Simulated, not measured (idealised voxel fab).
The document below concerns the process module designated voxel self aligned contacts.
This is section cut - it's 175 nm across, gridded in 5 nm square cells.
Cross-section layout: square cells on a grid; listed as bands, top to bottom; a band spans one or more cell rows. First you get the band's top height and its bottom height, in nm, and then the materials it's made of, left to right, with each width in nm. If you see a single material with "throughout", that one covers the band edge to edge. "air" is empty space. Height datum 0, below which the as-received substrate wafer is one material. Lowest band open at the bottom, running downward: "from 0 down". The notation "30..40" denotes a width that varies across the rows of cells in the band, beginning at the first number in the top row, finishing at the second number in the bottom row, and changing by an identical amount from each row to the next. Step marked "no change occurred"? Then no cell in the cross-section changed in it. Any empty space of 8 cells or more lacking an open way to the top shows up in "Closed voids list" as width x height at distance, distance from the left edge, in nm. Step line, after settings: the simulator's comment on this step. A step line may carry the setting "overlay nm", which, for steps involving a mask, states the distance by which the mask lay to the right of its intended position; negative values denote displacement to the left.
INTENDED PROCESS STEPS
step 1: RECEIVE with material Si
step 2: CONFORMAL_DEP with material SiO2, thk nm 5
step 3: DIRECTIONAL_DEP with material polySi, thk nm 25
step 4: DIRECTIONAL_DEP with material SiN, thk nm 15
step 5: DIRECTIONAL_DEP with material aC, thk nm 10
step 6: PATTERN with tone cover, mask id GATE, material resist, width nm 30, pitch nm 60, thk nm 30, overlay nm 0
step 7: DIRECTIONAL_ETCH with etch materials aC, depth nm 10
step 8: STRIP with etch materials resist
step 9: DIRECTIONAL_ETCH with etch materials SiN, depth nm 15
step 10: DIRECTIONAL_ETCH with etch materials polySi, depth nm 25
step 11: STRIP with etch materials aC
step 12: CONFORMAL_DEP with material SiN, thk nm 5
step 13: DIRECTIONAL_ETCH with etch materials SiN, depth nm 5
step 14: FILL_DEP with material SiO2, thk nm 15
step 15: CMP with height nm 55
step 16: DIRECTIONAL_DEP with material aC, thk nm 10
step 17: PATTERN with tone open, mask id CONTACT, material resist, width nm 40, thk nm 30, overlay nm 0
step 18: DIRECTIONAL_ETCH with etch materials aC, depth nm 10
step 19: STRIP with etch materials resist
step 20: DIRECTIONAL_ETCH with etch materials SiO2, depth nm 55
step 21: STRIP with etch materials aC
step 22: CONFORMAL_DEP with material TiN, thk nm 5
step 23: FILL_DEP with material Ru, thk nm 5
step 24: CMP with height nm 55
step 25: CONFORMAL_DEP with material SiCN, thk nm 5
CROSS-SECTIONAL VIEW OF THE WAFER IN ITS AS-RECEIVED CONDITION, CORRESPONDING TO THE STATE AFTER STEP 1
* from 0 down = Si throughout
* Closed voids list: none
CROSS-SECTION AT MODULE END, ONE RUN ERROR; START AND PLAN UNCHANGED FROM ABOVE
* from 60 to 55 = SiCN throughout
* from 55 to 45 = SiO2=65 | TiN=5..15 | Ru=30..10 | TiN=5..15 | SiO2=70
* from 45 to 30 = SiO2=35 | SiN=40 | TiN=5 | Ru=10 | TiN=5 | SiN=40 | SiO2=40
* from 30 to 15 = SiO2=35 | SiN=5 | polySi=30 | SiN=5 | TiN=5 | Ru=10 | TiN=5 | SiN=5 | polySi=30 | SiN=5 | SiO2=40
* from 15 to 10 = SiO2=35 | SiN=5 | polySi=30 | SiN=5 | TiN=20 | SiN=5 | polySi=30 | SiN=5 | SiO2=40
* from 10 to 5 = SiN=40 | polySi=30 | SiN=30 | polySi=30 | SiN=45
* from 5 to 0 = SiO2 throughout
* from 0 down = Si throughout
* Closed voids list: none
What broke from the plan during processing? the run placed steps 12 and 13 each in the position the plan gave to the other
